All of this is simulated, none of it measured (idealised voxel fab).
Process module, titled voxel self aligned contacts
Square cells of 5 nm make up the cross-section cut, whose width is 280 nm.
In this document a cross-section is written as a grid of square cells. It is given as a series of bands, listed from the top down, and a band is one or more rows of cells.
What a band's entry tells you: where the top is and where the bottom is, as heights in nm, and after that what lies inside, material by material from left to right, each with its width in nm. Empty space is written as the word "empty", and a single material marked with the word "all across" occupies the band from edge to edge.
Zero point of the height axis is 0; under it, received wafer = one material. Lowest band: continues down indefinitely, "0 nm and below".
Width "30..40": first value at the band's top row of cells, second value at its bottom row, equal change from row to row.
Reading "left unchanged" for a step: not a cell of the cross-section changed in it.
What "Voids lacking openings" gives you is every empty space of 8 cells or more that is cut off from the top. Each appears as width x height at distance, with the distance taken from the left edge and width, height and distance all in nm.
Whatever follows a step's settings on its line is a remark the simulator itself makes about that step.
Regarding "overlay nm": on a step with a mask, it is the distance the mask lay to the right of its planned place; a negative value places it to the left.
[Process steps - plan]
1 RECEIVE, material Si
2 CONFORMAL_DEP, material SiO2, thk nm 5
3 DIRECTIONAL_DEP, material polySi, thk nm 30
4 DIRECTIONAL_DEP, material SiN, thk nm 15
5 MASKED_ETCH, tone cover, mask id GATE, width nm 25, pitch nm 60, etch materials SiN, depth nm 15, overlay nm 0
6 MASKED_ETCH, tone cover, mask id GATE, width nm 25, pitch nm 60, etch materials polySi, depth nm 30, overlay nm 0
7 CONFORMAL_DEP, material SiN, thk nm 5
8 DIRECTIONAL_ETCH, etch materials SiN, depth nm 5
9 FILL_DEP, material SiO2, thk nm 20
10 CMP, height nm 60
11 PATTERN, tone open, mask id CONTACT, material resist, width nm 45, thk nm 15, overlay nm -15
12 DIRECTIONAL_ETCH, etch materials SiO2, depth nm 60
13 STRIP, etch materials resist
14 CONFORMAL_DEP, material TiN, thk nm 5
15 FILL_DEP, material Ru, thk nm 5
16 CMP, height nm 60
17 CONFORMAL_DEP, material SiN, thk nm 5
Among the wafers covered here, the point of difference is the overlay nm at step 11; their starting state is shared, and the plan presents the value of the first wafer.
[So this is the first of several wafers, cross-sectioned as it came to us, meaning it's at the end of step 1]
- 0 nm and below: Si all across
- Voids lacking openings: none
[first wafer at the end, after step 17]
- 65 nm to 60 nm: SiN all across
- 60 nm to 50 nm: SiO2=100; TiN=5..30; Ru=35..10; TiN=5; SiO2=135
- 50 nm to 35 nm: SiO2=90; SiN=35; TiN=5; Ru=10; TiN=5; SiO2=5; SiN=35; SiO2=95
- 35 nm to 5 nm: SiO2=90; SiN=5; polySi=25; SiN=5; TiN=5; Ru=10; TiN=5; SiO2=5; SiN=5; polySi=25; SiN=5; SiO2=95
- 5 nm to 0 nm: SiO2=125; TiN=20; SiO2=135
- 0 nm and below: Si all across
- Voids lacking openings: none
[So this is the cross-section on the last wafer at the end of the module]
- 65 nm to 60 nm: SiN all across
- 60 nm to 50 nm: SiO2=130; TiN=5; Ru=35..10; TiN=5..30; SiO2=105
- 50 nm to 35 nm: SiO2=90; SiN=35; SiO2=5; TiN=5; Ru=10; TiN=5; SiN=35; SiO2=95
- 35 nm to 5 nm: SiO2=90; SiN=5; polySi=25; SiN=5; SiO2=5; TiN=5; Ru=10; TiN=5; SiN=5; polySi=25; SiN=5; SiO2=95
- 5 nm to 0 nm: SiO2=130; TiN=20; SiO2=130
- 0 nm and below: Si all across
- Voids lacking openings: none
[Basically each wafer gets a line in the table, showing it at the end of the module: material by material, the cells it gained (+) or lost (-) since we got it, then its closed voids]
overlay nm -15 | +27 Ru | +122 SiN | +488 SiO2 | +31 TiN | +60 polySi | Voids lacking openings: none
overlay nm -10 | +37 Ru | +122 SiN | +478 SiO2 | +31 TiN | +60 polySi | Voids lacking openings: none
overlay nm -5 | +37 Ru | +122 SiN | +478 SiO2 | +31 TiN | +60 polySi | Voids lacking openings: none
overlay nm 0 | +37 Ru | +122 SiN | +478 SiO2 | +31 TiN | +60 polySi | Voids lacking openings: none
overlay nm 5 | +37 Ru | +122 SiN | +478 SiO2 | +31 TiN | +60 polySi | Voids lacking openings: none
overlay nm 10 | +37 Ru | +122 SiN | +478 SiO2 | +31 TiN | +60 polySi | Voids lacking openings: none
overlay nm 15 | +27 Ru | +122 SiN | +488 SiO2 | +31 TiN | +60 polySi | Voids lacking openings: none
